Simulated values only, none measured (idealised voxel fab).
Presented below is a process module, voxel ribs on slabs.
Square cell edge 5 nm, section width 145 nm, ID cut.
Think of the cross-section as a grid of square cells. We describe it in bands, top to bottom, and each band covers one or more rows of those cells. Within each band entry, the heights of the top and of the bottom of the band appear first, in that order and in nm; the materials of the band then follow from left to right, each with its corresponding width in nm. The designation "edge to edge" on a single material indicates that it fills the band from edge to edge; the designation "empty" indicates empty space. Beneath 0, the wafer as received is one material, and that level is where height counting begins. The lowest band goes on downward without a bottom; it is written like "0 and below". Quick explanation for "30 to 40": the width changes in equal steps down the rows of cells, from the first number in the band's top row to the second number in its bottom row. Any step labelled "stayed the same" changed none of the cells in the cross-section. "Voids lacking openings" enumerates empty spaces isolated from the top, with no open way to it, that contain at least 8 cells, giving each as width x height at distance from the left edge, all three in nm. It should be noted that, on the line of a given step, the content following the step's settings is a remark produced by the simulator itself with respect to that step. Among the settings permitted on a step's line is "overlay nm"; applied to a step with a mask, it specifies the extent to which the mask lay to the right of its planned position, whereas a negative figure signifies a position to the left.
Steps in the process plan
1: op RECEIVE | material Si
2: op DIRECTIONAL_DEP | material SiO2 | thk nm 30
3: op DIRECTIONAL_DEP | material polySi | thk nm 25
4: op PATTERN | tone cover | mask id RIB | material resist | width nm 30 | thk nm 15 | overlay nm 0
5: op DIRECTIONAL_ETCH | etch materials polySi | depth nm 20
6: op STRIP | etch materials resist
7: op DIRECTIONAL_DEP | material aC | thk nm 10
8: op PATTERN | tone cover | mask id SLAB | material resist | width nm 80 | thk nm 30 | overlay nm 0
9: op DIRECTIONAL_ETCH | etch materials aC | depth nm 10
10: op STRIP | etch materials resist
11: op DIRECTIONAL_ETCH | etch materials polySi | depth nm 5
12: op STRIP | etch materials aC
13: op FILL_DEP | material SiO2 | thk nm 25
14: op CMP | height nm 70
15: op DIRECTIONAL_DEP | material W | thk nm 5
16: op MASKED_ETCH | tone cover | mask id HEATER | width nm 40 | etch materials W | depth nm 5 | overlay nm 0
17: op CONFORMAL_DEP | material SiN | thk nm 5
Incoming wafer in cross-section (state: after step 1)
- 0 and below | Si edge to edge
- Voids lacking openings: none
Post-module cross-section: identical start and plan to those above, one misstep in execution
- 80 down to 75 | empty 45 nm; SiN 50 nm; empty 50 nm
- 75 down to 70 | SiN 50 nm; W 40 nm; SiN 55 nm
- 70 down to 55 | SiO2 edge to edge
- 55 down to 35 | SiO2 55 nm; polySi 30 nm; SiO2 60 nm
- 35 down to 30 | SiO2 25 nm; polySi 90 nm; SiO2 30 nm
- 30 down to 0 | SiO2 edge to edge
- 0 and below | Si edge to edge
- Voids lacking openings: none
What was the processing mistake? step 8 ran differently from the plan; actual operation with settings: op PATTERN | tone cover | mask id SLAB | material resist | width nm 90 | thk nm 30 | overlay nm 0
